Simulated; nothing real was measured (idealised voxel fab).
Process module, titled voxel self aligned contacts
Each square cell in cross-section cut measures 5 nm, and the section as a whole is 180 nm wide.
Notation: cross-section as square-cell grid; stated in bands, top first, going down; one or more cell rows per band. For a band, the entry starts with two heights in nm, that of the top and then that of the bottom, and carries on with the band's materials in order from left to right, each alongside its width in nm; the word "throughout" beside a single material means it fills the band edge to edge, and "blank" means empty space. Height is counted from the level 0, under which the received wafer is composed throughout of one material. The lowest of the bands is not closed at the bottom but continues downward, in the notation "0 -> down". It should be noted that a width expressed as "30->40" varies in equal increments from row to row of cells within the band, taking the value of the first number at the top row and that of the second number at the bottom row. Take "nothing got changed" at face value: in the step it is given for, the cross-section changed in none of its cells. Closed-off voids of 8+ cells (no open route to the top) go in "Closed cavities", written width x height at distance from the left edge, in nm. Text after the settings on a step's line: the simulator's own remark on that step. overlay nm: for a step with a mask, the amount by which the mask lay right of where it was planned; a negative amount means left of it.
### Below is the list of planned process steps
1 RECEIVE with material Si
2 OXIDIZE with depth nm 5
3 DIRECTIONAL_DEP with material polySi, thk nm 20
4 DIRECTIONAL_DEP with material SiN, thk nm 15
5 DIRECTIONAL_DEP with material aC, thk nm 10
6 PATTERN with tone cover, mask id GATE, material resist, width nm 25, pitch nm 50, thk nm 25, overlay nm 0
7 DIRECTIONAL_ETCH with etch materials aC, depth nm 10
8 STRIP with etch materials resist
9 DIRECTIONAL_ETCH with etch materials SiN, depth nm 15
10 DIRECTIONAL_ETCH with etch materials polySi, depth nm 20
11 STRIP with etch materials aC
12 CONFORMAL_DEP with material SiN, thk nm 5
13 DIRECTIONAL_ETCH with etch materials SiN, depth nm 5
14 FILL_DEP with material SiO2, thk nm 10
15 CMP with height nm 40
16 PATTERN with tone open, mask id CONTACT, material resist, width nm 35, thk nm 15, overlay nm 0
17 DIRECTIONAL_ETCH with etch materials SiO2, depth nm 45
18 STRIP with etch materials resist
19 CONFORMAL_DEP with material TiN, thk nm 5
20 FILL_DEP with material Ru, thk nm 10
21 CMP with height nm 40
22 CONFORMAL_DEP with material SiN, thk nm 5
### On the first of the two wafers: run conducted according to plan
### Cross-section: wafer on arrival = after step 1
0 -> down | Si throughout
Closed cavities: none
### Cross-section of the wafer after step 2
0 -> -5 | SiO2 throughout
Under the height -5 nothing was changed.
### Cross-section of the wafer after step 3
20 -> 0 | polySi throughout
Under the height 0 nothing was changed.
### Cross-section of the wafer after step 4
35 -> 20 | SiN throughout
Under the height 20 nothing was changed.
### Cross-section of the wafer after step 5
45 -> 35 | aC throughout
Under the height 35 nothing was changed.
### Cross-section of the wafer after step 6
70 -> 45 | 50 blank, 25 resist, 25 blank, 25 resist, 55 blank
Under the height 45 nothing was changed.
### Cross-section of the wafer after step 7
60 -> 45 | 50 blank, 25 resist, 25 blank, 25 resist, 55 blank
45 -> 35 | 50 blank, 25 aC, 25 blank, 25 aC, 55 blank
Under the height 35 nothing was changed.
### Cross-section of the wafer after step 8
45 -> 35 | 50 blank, 25 aC, 25 blank, 25 aC, 55 blank
Under the height 35 nothing was changed.
### Cross-section of the wafer after step 9
45 -> 35 | 50 blank, 25 aC, 25 blank, 25 aC, 55 blank
35 -> 20 | 50 blank, 25 SiN, 25 blank, 25 SiN, 55 blank
Under the height 20 nothing was changed.
### Cross-section of the wafer after step 10
45 -> 35 | 50 blank, 25 aC, 25 blank, 25 aC, 55 blank
35 -> 20 | 50 blank, 25 SiN, 25 blank, 25 SiN, 55 blank
20 -> 0 | 50 blank, 25 polySi, 25 blank, 25 polySi, 55 blank
Under the height 0 nothing was changed.
### Cross-section of the wafer after step 11
35 -> 20 | 50 blank, 25 SiN, 25 blank, 25 SiN, 55 blank
Under the height 20 nothing was changed.
### Cross-section of the wafer after step 12
40 -> 20 | 45 blank, 35 SiN, 15 blank, 35 SiN, 50 blank
20 -> 5 | 45 blank, 5 SiN, 25 polySi, 5 SiN, 15 blank, 5 SiN, 25 polySi, 5 SiN, 50 blank
5 -> 0 | 50 SiN, 25 polySi, 25 SiN, 25 polySi, 55 SiN
Under the height 0 nothing was changed.
### Cross-section of the wafer after step 13
35 -> 20 | 45 blank, 35 SiN, 15 blank, 35 SiN, 50 blank
20 -> 0 | 45 blank, 5 SiN, 25 polySi, 5 SiN, 15 blank, 5 SiN, 25 polySi, 5 SiN, 50 blank
Under the height 0 nothing was changed.
### Cross-section of the wafer after step 14
45 -> 35 | SiO2 throughout
35 -> 20 | 45 SiO2, 35 SiN, 15 SiO2, 35 SiN, 50 SiO2
20 -> 0 | 45 SiO2, 5 SiN, 25 polySi, 5 SiN, 15 SiO2, 5 SiN, 25 polySi, 5 SiN, 50 SiO2
Under the height 0 nothing was changed.
### Cross-section of the wafer after step 15
40 -> 35 | SiO2 throughout
Under the height 35 nothing was changed.
### Cross-section of the wafer after step 16
55 -> 40 | 70 resist, 35 blank, 75 resist
Under the height 40 nothing was changed.
### Cross-section of the wafer after step 17
55 -> 40 | 70 resist, 35 blank, 75 resist
40 -> 35 | 70 SiO2, 35 blank, 75 SiO2
35 -> 20 | 45 SiO2, 35 SiN, 15 blank, 35 SiN, 50 SiO2
20 -> 0 | 45 SiO2, 5 SiN, 25 polySi, 5 SiN, 15 blank, 5 SiN, 25 polySi, 5 SiN, 50 SiO2
0 -> -5 | 80 SiO2, 15 blank, 85 SiO2
Under the height -5 nothing was changed.
### Cross-section of the wafer after step 18
40 -> 35 | 70 SiO2, 35 blank, 75 SiO2
Under the height 35 nothing was changed.
### Cross-section of the wafer after step 19
45 -> 40 | 75 TiN, 25 blank, 80 TiN
40 -> 35 | 70 SiO2, 15 TiN, 5 blank, 15 TiN, 75 SiO2
35 -> 20 | 45 SiO2, 35 SiN, 5 TiN, 5 blank, 5 TiN, 35 SiN, 50 SiO2
20 -> 0 | 45 SiO2, 5 SiN, 25 polySi, 5 SiN, 5 TiN, 5 blank, 5 TiN, 5 SiN, 25 polySi, 5 SiN, 50 SiO2
0 -> -5 | 80 SiO2, 15 TiN, 85 SiO2
Under the height -5 nothing was changed.
### Cross-section of the wafer after step 20
55 -> 45 | Ru throughout
45 -> 40 | 75 TiN, 25 Ru, 80 TiN
40 -> 35 | 70 SiO2, 15 TiN, 5 Ru, 15 TiN, 75 SiO2
35 -> 20 | 45 SiO2, 35 SiN, 5 TiN, 5 Ru, 5 TiN, 35 SiN, 50 SiO2
20 -> 0 | 45 SiO2, 5 SiN, 25 polySi, 5 SiN, 5 TiN, 5 Ru, 5 TiN, 5 SiN, 25 polySi, 5 SiN, 50 SiO2
Under the height 0 nothing was changed.
### Cross-section of the wafer after step 21
40 -> 35 | 70 SiO2, 15 TiN, 5 Ru, 15 TiN, 75 SiO2
Under the height 35 nothing was changed.
### Cross-section of the wafer after step 22
45 -> 40 | SiN throughout
Under the height 40 nothing was changed.
### For the second wafer, take the first wafer's start and plan, then add one mistake made in running it; everything through step 4, that step included, is shared with the first
### Cross-section: second wafer, time at which step 5 was scheduled to end
45 -> 20 | SiN throughout
Under the height 20 nothing was changed.
### Cross-section: second wafer, time at which step 6 was scheduled to end
70 -> 45 | 50 blank, 25 resist, 25 blank, 25 resist, 55 blank
Under the height 45 nothing was changed.
### Cross-section: second wafer, time at which step 7 was scheduled to end
60 -> 45 | 50 blank, 25 resist, 25 blank, 25 resist, 55 blank
Under the height 45 nothing was changed.
### Cross-section: second wafer, time at which step 8 was scheduled to end
45 -> 20 | SiN throughout
Under the height 20 nothing was changed.
### Cross-section: second wafer, time at which step 9 was scheduled to end
30 -> 20 | SiN throughout
Under the height 20 nothing was changed.
Cross-section: second wafer, time at which step 10 was scheduled to end: nothing got changed
Cross-section: second wafer, time at which step 11 was scheduled to end: nothing got changed
### Cross-section: second wafer, time at which step 12 was scheduled to end
35 -> 20 | SiN throughout
Under the height 20 nothing was changed.
### Cross-section: second wafer, time at which step 13 was scheduled to end
30 -> 20 | SiN throughout
Under the height 20 nothing was changed.
### Cross-section: second wafer, time at which step 14 was scheduled to end
40 -> 30 | SiO2 throughout
Under the height 30 nothing was changed.
Cross-section: second wafer, time at which step 15 was scheduled to end: nothing got changed
### Cross-section: second wafer, time at which step 16 was scheduled to end
55 -> 40 | 70 resist, 35 blank, 75 resist
Under the height 40 nothing was changed.
### Cross-section: second wafer, time at which step 17 was scheduled to end
55 -> 40 | 70 resist, 35 blank, 75 resist
40 -> 30 | 70 SiO2, 35 blank, 75 SiO2
Under the height 30 nothing was changed.
### Cross-section: second wafer, time at which step 18 was scheduled to end
40 -> 30 | 70 SiO2, 35 blank, 75 SiO2
Under the height 30 nothing was changed.
### Cross-section: second wafer, time at which step 19 was scheduled to end
45 -> 40 | 75 TiN, 25 blank, 80 TiN
40 -> 35 | 70 SiO2, 5 TiN, 25 blank, 5 TiN, 75 SiO2
35 -> 30 | 70 SiO2, 35 TiN, 75 SiO2
Under the height 30 nothing was changed.
### Cross-section: second wafer, time at which step 20 was scheduled to end
55 -> 45 | Ru throughout
45 -> 40 | 75 TiN, 25 Ru, 80 TiN
40 -> 35 | 70 SiO2, 5 TiN, 25 Ru, 5 TiN, 75 SiO2
Under the height 35 nothing was changed.
### Cross-section: second wafer, time at which step 21 was scheduled to end
40 -> 35 | 70 SiO2, 5 TiN, 25 Ru, 5 TiN, 75 SiO2
Under the height 35 nothing was changed.
### Cross-section: second wafer, time at which step 22 was scheduled to end
45 -> 40 | SiN throughout
Under the height 40 nothing was changed.
Run error: note that step 5 departed from the planned setting and was carried out as DIRECTIONAL_DEP with material SiN, thk nm 10
Final tally in cells, some materials are higher or lower on the second wafer than on the first: -3 Ru | +14 SiN | -101 SiO2 | -14 TiN | +104 polySi
